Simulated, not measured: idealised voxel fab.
Process module name: voxel trench capacitor
cross-section cut | 255 nm wide | cells 5 nm
Each cross-section below is a grid of square cells, stated as bands in top-down order, with one or more rows of cells making up each band. Band: top height; bottom height; in nm. Then, left to right: material with width in nm, for each material. "all across": a single material spanning edge to edge. "blank": empty space. The level at which height equals 0 is the one under which the wafer, as it arrives, is entirely one material. No lower edge exists for the bottom band, which continues downward and is notated as in "0 nm and below". With a width like "30->40", each row of cells in the band differs from the next by the same amount, the top row carrying the first number and the bottom row the second. Key: "nothing altered" - step with no changed cell in the cross-section. "Closed internal voids" enumerates empty spaces isolated from the top, with no open way to it, that contain at least 8 cells, giving each as width x height at distance from the left edge, all three in nm. If you see something after the settings on a step's line, that's the simulator's own remark about that step. overlay nm: step with mask; distance mask lay right of planned place; negative value = left of planned place.

Plan:
1) RECEIVE [material Si]
2) CONFORMAL_DEP [material SiN] [thk nm 10]
3) DIRECTIONAL_DEP [material aC] [thk nm 15]
4) PATTERN [tone open] [mask id TRENCH] [material resist] [width nm 20] [pitch nm 45] [thk nm 30] [overlay nm -15]
5) DIRECTIONAL_ETCH [etch materials aC] [depth nm 15]
6) STRIP [etch materials resist]
7) DIRECTIONAL_ETCH [etch materials SiN] [depth nm 10]
8) DIRECTIONAL_ETCH [etch materials Si] [depth nm 30]
9) STRIP [etch materials aC]
10) CONFORMAL_DEP [material SiO2] [thk nm 5]
11) FILL_DEP [material polySi] [thk nm 10]
12) CMP [height nm 10]
Same starting wafers, different overlay nm at step 4. Plan value belongs to the first wafer.

After step 1, as received: first of several wafers, cross-section:
* 0 nm and below: Si all across
* Closed internal voids: none

Tabulated below, wafer by wafer, are the end-of-module results: for each material, the number of cells gained (+) or lost (-) relative to the as-received state, followed by the closed voids:
overlay nm -15 | -96 Si | +70 SiN | +72 SiO2 | +56 polySi | Closed internal voids: none
overlay nm -10 | -96 Si | +70 SiN | +72 SiO2 | +56 polySi | Closed internal voids: none
overlay nm -5 | -96 Si | +70 SiN | +72 SiO2 | +56 polySi | Closed internal voids: none
overlay nm 0 | -96 Si | +70 SiN | +72 SiO2 | +56 polySi | Closed internal voids: none
overlay nm 5 | -96 Si | +70 SiN | +72 SiO2 | +56 polySi | Closed internal voids: none
overlay nm 10 | -96 Si | +70 SiN | +72 SiO2 | +56 polySi | Closed internal voids: none
overlay nm 15 | -96 Si | +70 SiN | +72 SiO2 | +56 polySi | Closed internal voids: none
